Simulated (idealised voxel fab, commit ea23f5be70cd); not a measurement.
The document below concerns the process module designated voxel local oxidation.
175 nm wide, 5 nm square cells: that's cross-section cut.
Throughout this document, each cross-section is represented as a grid of square cells and is presented as a sequence of bands enumerated from the top downward, where a band comprises one or more rows of cells. Per band: top height and bottom height in nm, followed by the left-to-right materials and their widths in nm; "throughout" marks a single material spanning edge to edge, "blank" marks empty space. We count height from 0. Below that, the starting wafer is all one material. The lowest band never ends at the bottom but goes on down; see "0 -> down" for how that is written. The notation "30 to 40" denotes a width that varies across the rows of cells in the band, beginning at the first number in the top row, finishing at the second number in the bottom row, and changing by an identical amount from each row to the next. "stayed the same", as given for a step, is the statement that not any cell of the cross-section underwent a change during that step. Closed empty spaces (no open way to the top) of 8 cells or more are what "Sealed void listing" lists, each as width x height at distance from the left edge, nm for all three. after a step's settings: what the simulator itself notes on the step. overlay nm: mask offset rightward from planned place, masked step; negative means leftward offset.

Planned process steps:
1,RECEIVE (material Si)
2,OXIDIZE (depth nm 5)
3,CONFORMAL_DEP (material SiN; thk nm 10)
4,MASKED_ETCH (tone cover; mask id ACTIVE; width nm 115; etch materials SiN; depth nm 10; overlay nm 0)
5,SELECTIVE_ETCH (etch materials SiO2; depth nm 5)
6,OXIDIZE (depth nm 15)
7,STRIP (etch materials SiN)

Wafer, first of two, run as planned:

As received, after step 1:
* 0 -> down = Si throughout
* Sealed void listing: none

Step 2 complete: cross-section through the wafer:
* 0 -> -5 = SiO2 throughout
* Note: structure below -5 unchanged.

Step 3 complete: cross-section through the wafer:
* 10 -> 0 = SiN throughout
* Note: structure below 0 unchanged.

Step 4 complete: cross-section through the wafer:
* 10 -> 0 = blank: 30, then SiN: 115, then blank: 30
* Note: structure below 0 unchanged.

Step 5 complete: cross-section through the wafer:
* 10 -> 0 = blank: 30, then SiN: 115, then blank: 30
* 0 -> -5 = blank: 35, then SiO2: 105, then blank: 35
* Note: structure below -5 unchanged.

Step 6 complete: cross-section through the wafer:
* 10 -> 0 = blank: 30, then SiN: 115, then blank: 30
* 0 -> -5 = blank: 35, then SiO2: 105, then blank: 35
* -5 -> -20 = SiO2: 50, then Si: 75, then SiO2: 50
* Note: structure below -20 unchanged.

Step 7 complete: cross-section through the wafer:
* 0 -> -5 = blank: 35, then SiO2: 105, then blank: 35
* Note: structure below -5 unchanged.

For the second wafer, take the first wafer's start and plan, then add one mistake made in running it; everything through step 6, that step included, is shared with the first:

Second wafer at the planned finish of step 7, seen in cross-section:
* -5 -> -20 = blank: 50, then Si: 75, then blank: 50
* Note: structure below -20 unchanged.
Nonconformance to the process plan: in deviation from the planned setting, step 7 was conducted as STRIP (etch materials SiO2)
Counted in cells at the end, the second wafer holds more or fewer of these materials than the first: 81 fewer of SiO2
